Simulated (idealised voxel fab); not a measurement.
Process module under the name voxel spacer lines
Shown is cross-section cut, with a width of 220 nm and square cells of size 5 nm.
In this document a cross-section is written as a grid of square cells. It is given as a series of bands, listed from the top down, and a band is one or more rows of cells.
A band entry consists of two parts. The first gives the height of the band's top and the height of its bottom, in nm. The rest lists the band's materials from left to right, each with its width in nm. A single material labelled with the word "all across" fills the band from edge to edge, and the word "blank" marks empty space.
It should be noted that heights are counted from 0, beneath which the wafer as supplied is of one material throughout, and that the lowest band possesses no lower boundary but continues downward, as written in "from 0 down".
Per-row width for "30 to 40": begins at first number (top row of band), ends at second number (bottom row), increment between rows held constant.
What does "no change" mean for a step? It means no cell of the cross-section changed in that step.
"Enclosed void catalog" enumerates empty spaces isolated from the top, with no open way to it, that contain at least 8 cells, giving each as width x height at distance from the left edge, all three in nm.
Read whatever lies past the settings on a step's line as the simulator's own remark about the step.
You can add "overlay nm" to a step's line. For a step with a mask, it describes how far the mask lay to the right of its planned position, and a negative number describes a lay to the left.
### Steps planned for the process
1: RECEIVE, material Si
2: CONFORMAL_DEP, material Al2O3, thk nm 5
3: DIRECTIONAL_DEP, material W, thk nm 10
4: DIRECTIONAL_DEP, material aC, thk nm 20
5: PATTERN, tone cover, mask id MANDREL, material resist, width nm 15, pitch nm 60, thk nm 30, overlay nm 0
6: DIRECTIONAL_ETCH, etch materials aC, depth nm 20
7: STRIP, etch materials resist
8: CONFORMAL_DEP, material SiO2, thk nm 15
9: DIRECTIONAL_ETCH, etch materials SiO2, depth nm 15
10: STRIP, etch materials aC
11: DIRECTIONAL_ETCH, etch materials W, depth nm 5
12: STRIP, etch materials SiO2
13: FILL_DEP, material SiO2, thk nm 10
14: CMP, height nm 15
The value of depth nm given for step 11 in the plan refers to the first wafer; the wafers vary in this setting and are alike at the start.
### After step 1, as received: first of several wafers, cross-section
	from 0 down  Si all across
	Enclosed void catalog: none
### first wafer at the end, after step 14
	from 15 to 10  55 nm SiO2; 15 nm W; 15 nm SiO2; 15 nm W; 15 nm SiO2; 15 nm W; 15 nm SiO2; 15 nm W; 60 nm SiO2
	from 10 to 5  W all across
	from 5 to 0  Al2O3 all across
	from 0 down  Si all across
	Enclosed void catalog: none
### Cross-section, module end, final of several wafers
	from 15 to 5  55 nm SiO2; 15 nm W; 15 nm SiO2; 15 nm W; 15 nm SiO2; 15 nm W; 15 nm SiO2; 15 nm W; 60 nm SiO2
	from 5 to 0  Al2O3 all across
	from 0 down  Si all across
	Enclosed void catalog: none
### The rows of the table below are wafers. Looking at the end of the module, a row counts, for every material, the cells the wafer has gained, shown as (+), or lost, shown as (-), since it was received; its closed voids come next
depth nm 5; +44 Al2O3; +32 SiO2; +56 W; Enclosed void catalog: none
depth nm 10; +44 Al2O3; +64 SiO2; +24 W; Enclosed void catalog: none
depth nm 15; +44 Al2O3; +64 SiO2; +24 W; Enclosed void catalog: none
depth nm 20; +44 Al2O3; +64 SiO2; +24 W; Enclosed void catalog: none
depth nm 25; +44 Al2O3; +64 SiO2; +24 W; Enclosed void catalog: none
